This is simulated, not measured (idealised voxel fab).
Process module under the name voxel self aligned contacts
This is section cut - it's 200 nm across, gridded in 5 nm square cells.
Cross-section layout: square cells on a grid; listed as bands, top to bottom; a band spans one or more cell rows.
A band entry consists of two parts. The first gives the height of the band's top and the height of its bottom, in nm. The rest lists the band's materials from left to right, each with its width in nm. A single material labelled with the word "edge to edge" fills the band from edge to edge, and the word "air" marks empty space.
Height 0 is the level under which the wafer as received is all one material. The lowest band goes on downwards, as in "0 nm and below".
The width entry "30..40" should be interpreted row by row: the top row of cells in the band takes the first number, the bottom row takes the second number, and the change between adjacent rows is uniform throughout.
Reading "no change occurred" for a step: not a cell of the cross-section changed in it.
Empty spaces counting at least 8 cells and having no open way to the top are listed in "Closed void inventory". The notation width x height at distance is used for each, the distance being from the left edge and all three values in nm.
Where a step's line continues beyond its settings, the continuation is a remark by the simulator itself on that step.
overlay nm: right-of-plan distance of the mask on a masked step; negative values mean left-of-plan.
## Here's what the planned process steps look like
step 1: RECEIVE (material Si)
step 2: OXIDIZE (depth nm 5)
step 3: DIRECTIONAL_DEP (material polySi; thk nm 30)
step 4: DIRECTIONAL_DEP (material SiN; thk nm 20)
step 5: MASKED_ETCH (tone cover; mask id GATE; width nm 30; pitch nm 65; etch materials SiN; depth nm 20; overlay nm 0)
step 6: MASKED_ETCH (tone cover; mask id GATE; width nm 30; pitch nm 65; etch materials polySi; depth nm 30; overlay nm 0)
step 7: CONFORMAL_DEP (material SiN; thk nm 10)
step 8: DIRECTIONAL_ETCH (etch materials SiN; depth nm 10)
step 9: FILL_DEP (material SiO2; thk nm 20)
step 10: CMP (height nm 60)
step 11: PATTERN (tone open; mask id CONTACT; material resist; width nm 45; thk nm 20; overlay nm 0)
step 12: DIRECTIONAL_ETCH (etch materials SiO2; depth nm 65)
step 13: STRIP (etch materials resist)
step 14: CONFORMAL_DEP (material TiN; thk nm 5)
step 15: FILL_DEP (material W; thk nm 10)
step 16: CMP (height nm 60)
step 17: CONFORMAL_DEP (material SiN; thk nm 5)
## Cross-section, incoming material, after step 1
* 0 nm and below = Si edge to edge
* Closed void inventory: none
## Cross-sectional image of the first of two wafers at the end of the module, the run having proceeded as planned
* 65 nm to 60 nm = SiN edge to edge
* 60 nm to 50 nm = SiO2 75 nm  TiN 5..20 nm  W 35..5 nm  TiN 5..20 nm  SiO2 80 nm
* 50 nm to 30 nm = SiO2 40 nm  SiN 50 nm  TiN 5 nm  W 5 nm  TiN 5 nm  SiN 50 nm  SiO2 45 nm
* 30 nm to 0 nm = SiO2 40 nm  SiN 10 nm  polySi 30 nm  SiN 10 nm  TiN 5 nm  W 5 nm  TiN 5 nm  SiN 10 nm  polySi 30 nm  SiN 10 nm  SiO2 45 nm
* 0 nm to -5 nm = SiO2 90 nm  TiN 15 nm  SiO2 95 nm
* -5 nm and below = Si edge to edge
* Closed void inventory: none
## Second wafer cross-section at end of module - shared start and plan with the first, one mistake in the run
* 65 nm to 60 nm = SiN edge to edge
* 60 nm to 50 nm = SiO2 75 nm  TiN 5..10 nm  W 35..5 nm  TiN 5..30 nm  SiO2 80 nm
* 50 nm to 35 nm = SiO2 30 nm  SiN 50 nm  TiN 5 nm  W 5 nm  TiN 5 nm  SiN 50 nm  SiO2 55 nm
* 35 nm to 30 nm = SiO2 30 nm  SiN 50 nm  TiN 15 nm  SiN 50 nm  SiO2 55 nm
* 30 nm to 0 nm = SiO2 30 nm  SiN 10 nm  polySi 40 nm  SiN 10 nm  TiN 5 nm  SiN 10 nm  polySi 40 nm  SiN 10 nm  SiO2 45 nm
* 0 nm to -5 nm = SiO2 90 nm  TiN 5 nm  SiO2 105 nm
* -5 nm and below = Si edge to edge
* Closed void inventory: none
Misprocessing identified: step 5 went in with a setting other than planned; the actual run was MASKED_ETCH (tone cover; mask id GATE; width nm 30; pitch nm 65; etch materials SiN; depth nm 20; overlay nm -10)
at the end the second wafer has, in cells: 10 fewer of SiO2, 7 fewer of TiN, 7 fewer of W, 24 more of polySi
